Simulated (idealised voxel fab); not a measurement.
Process module in this document: voxel ribs on slabs
FYI the section here is cut, 220 nm wide, cells are 5 nm squares.
Think of the cross-section as a grid of square cells. We describe it in bands, top to bottom, and each band covers one or more rows of those cells. Within each band entry, the heights of the top and of the bottom of the band appear first, in that order and in nm; the materials of the band then follow from left to right, each with its corresponding width in nm. The designation "throughout" on a single material indicates that it fills the band from edge to edge; the designation "blank" indicates empty space. Heights from 0 (as-received wafer is one material below). Bottom band endless downward, as "0 down". The two numbers in a width such as "30 to 40" mark its ends across the band: the first belongs to the top row of cells, the second to the bottom row, and from each row to the next the width moves by the same amount. "all unchanged" for a step: no cell of the cross-section changed in that step. In "Closed voids list" the enclosed voids are listed, meaning empty spaces of 8 cells or larger without any opening to the top. The form is width x height at distance, distance from the left edge, units nm. Heads up: the bit after the settings on a step's line is the simulator's remark on that step. Steps that use a mask can have "overlay nm" on their line. It says how far the mask sat to the right of where it was meant to be. Negative means to the left.
**Set out below are the planned steps of the process**
1: RECEIVE [material Si]
2: DIRECTIONAL_DEP [material SiO2] [thk nm 30]
3: DIRECTIONAL_DEP [material polySi] [thk nm 15]
4: MASKED_ETCH [tone cover] [mask id RIB] [width nm 15] [etch materials polySi] [depth nm 10] [overlay nm 0]
5: MASKED_ETCH [tone cover] [mask id SLAB] [width nm 55] [etch materials polySi] [depth nm 5] [overlay nm 0]
6: FILL_DEP [material SiO2] [thk nm 25]
7: CMP [height nm 65]
8: DIRECTIONAL_DEP [material TiN] [thk nm 10]
9: PATTERN [tone cover] [mask id HEATER] [material resist] [width nm 25] [thk nm 20] [overlay nm 0]
10: DIRECTIONAL_ETCH [etch materials TiN] [depth nm 10]
11: STRIP [etch materials resist]
12: CONFORMAL_DEP [material SiO2] [thk nm 5]
Quick note for whoever runs this: the wafers start identical, but the width nm at step 5 isn't the same across them. The plan just shows what the first wafer had.
**After step 1, as received: first of several wafers, cross-section**
	0 down  Si throughout
	Closed voids list: none
**Per wafer (row), end of module: delta in cells per material since receipt, (+) for gained, (-) for lost; closed voids after that**
width nm 55, +603 SiO2, +10 TiN, +17 polySi, Closed voids list: none
width nm 60, +602 SiO2, +10 TiN, +18 polySi, Closed voids list: none
width nm 65, +601 SiO2, +10 TiN, +19 polySi, Closed voids list: none
width nm 70, +600 SiO2, +10 TiN, +20 polySi, Closed voids list: none
width nm 75, +599 SiO2, +10 TiN, +21 polySi, Closed voids list: none
width nm 80, +598 SiO2, +10 TiN, +22 polySi, Closed voids list: none
